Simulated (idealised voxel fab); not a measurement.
This section sets out a process module, namely voxel trench capacitor.
Cross-section cut: width 160 nm, square cells of 5 nm.
Bands, listed from the top down, are how a cross-section gets written in this document; the cross-section itself is a grid of square cells, and a band is one or more rows of them.
In this notation a band is specified by the heights of its top and bottom, in that order and in nm, after which its materials appear from left to right, each paired with its width in nm. The word "all across" attached to a single material means that material fills the band from edge to edge; the word "blank" stands for empty space.
Note: height 0 marks the level under which the wafer is uniformly one material as received. Lowest band unbounded below, written "from 0 down".
The expression "30 to 40" gives the width at the extremes of the band, the first number at its top row of cells and the second at its bottom row, with the width changing by equal amounts from each row to the next in between.
You'll sometimes find "remains unaltered" written for a step, and that's the way of saying that nowhere in the cross-section did a cell change during that step.
Closed-off voids of 8+ cells (no open route to the top) go in "Closed void table", written width x height at distance from the left edge, in nm.
Anything after a step's settings on that line? It's the simulator's own note about the step.
The optional step-line setting "overlay nm" applies to steps with a mask and quantifies how far to the right of its planned location the mask lay, a negative value indicating leftward placement.

These are the steps we planned for the process
1 RECEIVE [material Si]
2 CONFORMAL_DEP [material SiN] [thk nm 10]
3 MASKED_ETCH [tone open] [mask id TRENCH] [width nm 30] [pitch nm 45] [etch materials SiN] [depth nm 10] [overlay nm 0]
4 MASKED_ETCH [tone open] [mask id TRENCH] [width nm 30] [pitch nm 45] [etch materials Si] [depth nm 40] [overlay nm 0]
5 CONFORMAL_DEP [material Al2O3] [thk nm 5]
6 CONFORMAL_DEP [material TiN] [thk nm 5]
7 FILL_DEP [material W] [thk nm 5]
8 CMP [height nm 10]

Cross-section: wafer on arrival = after step 1
	from 0 down | Si all across
	Closed void table: none

The module was run from the start shown above using the plan shown above, but one mistake was made doing it; the resulting wafer cross-section is below
	from 10 to 0 | SiN (45) / Al2O3 (5) / TiN (5) / W (5) / TiN (10 to 5) / Al2O3 (5 to 10) / SiN (15) / Al2O3 (5) / TiN (5) / W (5) / TiN (10 to 5) / Al2O3 (5 to 10) / SiN (40)
	from 0 to -30 | Si (45) / Al2O3 (5) / TiN (5) / W (5) / TiN (5) / Al2O3 (5) / Si (20) / Al2O3 (5) / TiN (5) / W (5) / TiN (5) / Al2O3 (5) / Si (45)
	from -30 to -35 | Si (45) / Al2O3 (5) / TiN (15) / Al2O3 (5) / Si (20) / Al2O3 (5) / TiN (15) / Al2O3 (5) / Si (45)
	from -35 to -40 | Si (45) / Al2O3 (25) / Si (20) / Al2O3 (25) / Si (45)
	from -40 down | Si all across
	Closed void table: none
Finding, execution versus plan: contrary to plan, step 3 was performed as MASKED_ETCH [tone open] [mask id TRENCH] [width nm 30] [pitch nm 45] [etch materials SiN] [depth nm 10] [overlay nm 5]
